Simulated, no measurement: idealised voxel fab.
process module | voxel capacitor over wiring
cross-section cut | 230 nm wide | cells 5 nm
A cross-section is a grid of square cells, given in bands from the top down. A band is one or more rows of cells.
Each band's line starts with the height of the band's top and of its bottom, in nm. Then come its materials from left to right, each with its width in nm. One material with "throughout" fills the band from edge to edge. "air" is empty space.
Height 0 is the level under which the wafer as received is all one material. The lowest band goes on downwards, as in "0 down".
A width such as "30 to 40" changes by the same amount from each row of cells to the next, from the band's top row to its bottom row.
"no change" after a step means that no cell of the cross-section changed.
closed voids: empty space of 8 cells or more with no open way to the top, each as width x height at its distance from the left edge, in nm
after a step's settings: what the simulator itself notes on the step
overlay nm, on a step with a mask: how far to the right of its planned place the mask lay; to the left if negative
plan
1 op RECEIVE | material Si
2 op CONFORMAL_DEP | material SiO2 | thk nm 15
3 op CONFORMAL_DEP | material SiCN | thk nm 5
4 op DIRECTIONAL_DEP | material lowk | thk nm 15
5 op PATTERN | tone open | mask id METAL_1 | material resist | width nm 25 | pitch nm 75 | thk nm 15 | overlay nm 0
6 op DIRECTIONAL_ETCH | etch materials lowk | depth nm 15
7 op DIRECTIONAL_ETCH | etch materials SiCN | depth nm 5
8 op STRIP | etch materials resist
9 op CONFORMAL_DEP | material TiN | thk nm 5
10 op FILL_DEP | material Ru | thk nm 5
11 op CMP | height nm 35
12 op EPI | material Ru | thk nm 5
13 op FILL_DEP | material SiCN | thk nm 5
14 op DIRECTIONAL_DEP | material SiO2 | thk nm 20
15 op DIRECTIONAL_DEP | material aC | thk nm 10
16 op PATTERN | tone open | mask id PLUG_1 | material resist | width nm 15 | thk nm 30 | overlay nm 0
17 op DIRECTIONAL_ETCH | etch materials aC | depth nm 10
18 op STRIP | etch materials resist
19 op DIRECTIONAL_ETCH | etch materials SiO2 | depth nm 20
20 op DIRECTIONAL_ETCH | etch materials SiCN | depth nm 5
21 op STRIP | etch materials aC
22 op CONFORMAL_DEP | material TiN | thk nm 5
23 op FILL_DEP | material W | thk nm 10
24 op CMP | height nm 65
25 op DIRECTIONAL_DEP | material TiN | thk nm 5
26 op DIRECTIONAL_DEP | material HfO2 | thk nm 5
27 op DIRECTIONAL_DEP | material TiN | thk nm 5
28 op MASKED_ETCH | tone cover | mask id UPPER_PLATE | width nm 55 | etch materials TiN | depth nm 5 | overlay nm 0
29 op MASKED_ETCH | tone cover | mask id UPPER_PLATE | width nm 55 | etch materials HfO2 | depth nm 5 | overlay nm 0
30 op MASKED_ETCH | tone cover | mask id LOWER_PLATE | width nm 65 | etch materials TiN | depth nm 5 | overlay nm 0
31 op FILL_DEP | material SiO2 | thk nm 15
32 op CMP | height nm 90
33 op MASKED_ETCH | tone open | mask id PLUG_2 | width nm 15 | etch materials SiO2 | depth nm 10 | overlay nm 0
34 op CONFORMAL_DEP | material TiN | thk nm 5
35 op FILL_DEP | material Cu | thk nm 5
36 op CMP | height nm 90
37 op CONFORMAL_DEP | material SiN | thk nm 5
first wafer, as planned
as received, after step 1
  0 down: Si throughout
  closed voids: none
after step 2
  15 to 0: SiO2 throughout
  below 0: unchanged
after step 3
  20 to 15: SiCN throughout
  below 15: unchanged
after step 4
  35 to 20: lowk throughout
  below 20: unchanged
after step 5
  50 to 35: resist 65 | air 25 | resist 50 | air 25 | resist 65
  below 35: unchanged
after step 6
  50 to 35: resist 65 | air 25 | resist 50 | air 25 | resist 65
  35 to 20: lowk 65 | air 25 | lowk 50 | air 25 | lowk 65
  below 20: unchanged
after step 7
  50 to 35: resist 65 | air 25 | resist 50 | air 25 | resist 65
  35 to 20: lowk 65 | air 25 | lowk 50 | air 25 | lowk 65
  20 to 15: SiCN 65 | air 25 | SiCN 50 | air 25 | SiCN 65
  below 15: unchanged
after step 8
  35 to 20: lowk 65 | air 25 | lowk 50 | air 25 | lowk 65
  below 20: unchanged
after step 9
  40 to 35: TiN 70 | air 15 | TiN 60 | air 15 | TiN 70
  35 to 20: lowk 65 | TiN 5 | air 15 | TiN 5 | lowk 50 | TiN 5 | air 15 | TiN 5 | lowk 65
  20 to 15: SiCN 65 | TiN 25 | SiCN 50 | TiN 25 | SiCN 65
  below 15: unchanged
after step 10
  45 to 40: Ru throughout
  40 to 35: TiN 70 | Ru 15 | TiN 60 | Ru 15 | TiN 70
  35 to 20: lowk 65 | TiN 5 | Ru 15 | TiN 5 | lowk 50 | TiN 5 | Ru 15 | TiN 5 | lowk 65
  below 20: unchanged
after step 11
  35 to 20: lowk 65 | TiN 5 | Ru 15 | TiN 5 | lowk 50 | TiN 5 | Ru 15 | TiN 5 | lowk 65
  below 20: unchanged
after step 12
  40 to 35: air 60 | Ru 35 | air 40 | Ru 35 | air 60
  below 35: unchanged
after step 13
  45 to 40: SiCN throughout
  40 to 35: SiCN 60 | Ru 35 | SiCN 40 | Ru 35 | SiCN 60
  below 35: unchanged
after step 14
  65 to 45: SiO2 throughout
  below 45: unchanged
after step 15
  75 to 65: aC throughout
  below 65: unchanged
after step 16
  105 to 75: resist 75 | air 15 | resist 140
  below 75: unchanged
after step 17
  95 to 75: resist 75 | air 15 | resist 140
  75 to 65: aC 75 | air 15 | aC 140
  below 65: unchanged
after step 18
  75 to 65: aC 75 | air 15 | aC 140
  below 65: unchanged
after step 19
  75 to 65: aC 75 | air 15 | aC 140
  65 to 45: SiO2 75 | air 15 | SiO2 140
  below 45: unchanged
after step 20
  75 to 65: aC 75 | air 15 | aC 140
  65 to 45: SiO2 75 | air 15 | SiO2 140
  45 to 40: SiCN 75 | air 15 | SiCN 140
  below 40: unchanged
after step 21
  65 to 45: SiO2 75 | air 15 | SiO2 140
  below 45: unchanged
after step 22
  70 to 65: TiN 80 | air 5 | TiN 145
  65 to 45: SiO2 75 | TiN 5 | air 5 | TiN 5 | SiO2 140
  45 to 40: SiCN 75 | TiN 15 | SiCN 140
  below 40: unchanged
after step 23
  80 to 70: W throughout
  70 to 65: TiN 80 | W 5 | TiN 145
  65 to 45: SiO2 75 | TiN 5 | W 5 | TiN 5 | SiO2 140
  below 45: unchanged
after step 24
  65 to 45: SiO2 75 | TiN 5 | W 5 | TiN 5 | SiO2 140
  below 45: unchanged
after step 25
  70 to 65: TiN throughout
  below 65: unchanged
after step 26
  75 to 70: HfO2 throughout
  below 70: unchanged
after step 27
  80 to 75: TiN throughout
  below 75: unchanged
after step 28
  80 to 75: air 75 | TiN 55 | air 100
  below 75: unchanged
after step 29
  80 to 75: air 75 | TiN 55 | air 100
  75 to 70: air 75 | HfO2 55 | air 100
  below 70: unchanged
after step 30
  80 to 75: air 75 | TiN 55 | air 100
  75 to 70: air 75 | HfO2 55 | air 100
  70 to 65: air 70 | TiN 65 | air 95
  below 65: unchanged
after step 31
  95 to 80: SiO2 throughout
  80 to 75: SiO2 75 | TiN 55 | SiO2 100
  75 to 70: SiO2 75 | HfO2 55 | SiO2 100
  70 to 65: SiO2 70 | TiN 65 | SiO2 95
  below 65: unchanged
after step 32
  90 to 80: SiO2 throughout
  below 80: unchanged
after step 33
  90 to 80: SiO2 85 | air 15 | SiO2 130
  below 80: unchanged
after step 34
  95 to 90: TiN 90 | air 5 | TiN 135
  90 to 85: SiO2 85 | TiN 5 | air 5 | TiN 5 | SiO2 130
  85 to 75: SiO2 85 to 75 | TiN 15 to 55 | SiO2 130 to 100
  below 75: unchanged
after step 35
  100 to 95: Cu throughout
  95 to 90: TiN 90 | Cu 5 | TiN 135
  90 to 85: SiO2 85 | TiN 5 | Cu 5 | TiN 5 | SiO2 130
  below 85: unchanged
after step 36
  90 to 85: SiO2 85 | TiN 5 | Cu 5 | TiN 5 | SiO2 130
  below 85: unchanged
after step 37
  95 to 90: SiN throughout
  below 90: unchanged
second wafer: like start, like plan, one mistake. Through step 12 it matches the first wafer
when step 13 should have ended: no change
when step 14 should have ended
  60 to 55: air 60 | SiO2 35 | air 40 | SiO2 35 | air 60
  55 to 40: SiO2 throughout
  40 to 35: SiO2 60 | Ru 35 | SiO2 40 | Ru 35 | SiO2 60
  below 35: unchanged
when step 15 should have ended
  70 to 65: air 60 | aC 35 | air 40 | aC 35 | air 60
  65 to 60: aC throughout
  60 to 55: aC 60 | SiO2 35 | aC 40 | SiO2 35 | aC 60
  below 55: unchanged
when step 16 should have ended
  100 to 70: resist 75 | air 15 | resist 140
  70 to 65: resist 60 | aC 35 | resist 40 | aC 35 | resist 60
  below 65: unchanged
when step 17 should have ended
  90 to 70: resist 75 | air 15 | resist 140
  70 to 65: resist 60 | aC 15 | air 15 | aC 5 | resist 40 | aC 35 | resist 60
  65 to 60: aC 75 | air 15 | aC 140
  below 60: unchanged
when step 18 should have ended
  70 to 65: air 60 | aC 15 | air 15 | aC 5 | air 40 | aC 35 | air 60
  below 65: unchanged
when step 19 should have ended
  70 to 65: air 60 | aC 15 | air 15 | aC 5 | air 40 | aC 35 | air 60
  65 to 60: aC 75 | air 15 | aC 140
  60 to 55: aC 60 | SiO2 15 | air 15 | SiO2 5 | aC 40 | SiO2 35 | aC 60
  55 to 40: SiO2 75 | air 15 | SiO2 140
  below 40: unchanged
when step 20 should have ended: no change
when step 21 should have ended
  60 to 55: air 60 | SiO2 15 | air 15 | SiO2 5 | air 40 | SiO2 35 | air 60
  below 55: unchanged
when step 22 should have ended
  65 to 60: air 55 | TiN 25 | air 5 | TiN 15 | air 30 | TiN 45 | air 55
  60 to 55: TiN 60 | SiO2 15 | TiN 5 | air 5 | TiN 5 | SiO2 5 | TiN 40 | SiO2 35 | TiN 60
  55 to 45: SiO2 75 | TiN 5 | air 5 | TiN 5 | SiO2 140
  45 to 40: SiO2 75 | TiN 15 | SiO2 140
  below 40: unchanged
when step 23 should have ended
  75 to 65: W throughout
  65 to 60: W 55 | TiN 25 | W 5 | TiN 15 | W 30 | TiN 45 | W 55
  60 to 55: TiN 60 | SiO2 15 | TiN 5 | W 5 | TiN 5 | SiO2 5 | TiN 40 | SiO2 35 | TiN 60
  55 to 45: SiO2 75 | TiN 5 | W 5 | TiN 5 | SiO2 140
  below 45: unchanged
when step 24 should have ended
  65 to 60: W 55 | TiN 25 | W 5 | TiN 15 | W 30 | TiN 45 | W 55
  below 60: unchanged
when step 25 should have ended
  70 to 65: TiN throughout
  below 65: unchanged
when step 26 should have ended
  75 to 70: HfO2 throughout
  below 70: unchanged
when step 27 should have ended
  80 to 75: TiN throughout
  below 75: unchanged
when step 28 should have ended
  80 to 75: air 75 | TiN 55 | air 100
  below 75: unchanged
when step 29 should have ended
  80 to 75: air 75 | TiN 55 | air 100
  75 to 70: air 75 | HfO2 55 | air 100
  below 70: unchanged
when step 30 should have ended
  80 to 75: air 75 | TiN 55 | air 100
  75 to 70: air 75 | HfO2 55 | air 100
  70 to 65: air 70 | TiN 65 | air 95
  below 65: unchanged
when step 31 should have ended
  95 to 80: SiO2 throughout
  80 to 75: SiO2 75 | TiN 55 | SiO2 100
  75 to 70: SiO2 75 | HfO2 55 | SiO2 100
  70 to 65: SiO2 70 | TiN 65 | SiO2 95
  below 65: unchanged
when step 32 should have ended
  90 to 80: SiO2 throughout
  below 80: unchanged
when step 33 should have ended
  90 to 80: SiO2 85 | air 15 | SiO2 130
  below 80: unchanged
when step 34 should have ended
  95 to 90: TiN 90 | air 5 | TiN 135
  90 to 85: SiO2 85 | TiN 5 | air 5 | TiN 5 | SiO2 130
  85 to 75: SiO2 85 to 75 | TiN 15 to 55 | SiO2 130 to 100
  below 75: unchanged
when step 35 should have ended
  100 to 95: Cu throughout
  95 to 90: TiN 90 | Cu 5 | TiN 135
  90 to 85: SiO2 85 | TiN 5 | Cu 5 | TiN 5 | SiO2 130
  below 85: unchanged
when step 36 should have ended
  90 to 85: SiO2 85 | TiN 5 | Cu 5 | TiN 5 | SiO2 130
  below 85: unchanged
when step 37 should have ended
  95 to 90: SiN throughout
  below 90: unchanged
what went wrong: step 13 was left out
at the end the second wafer has, in cells: 75 fewer of SiCN | 47 more of TiN | 28 more of W
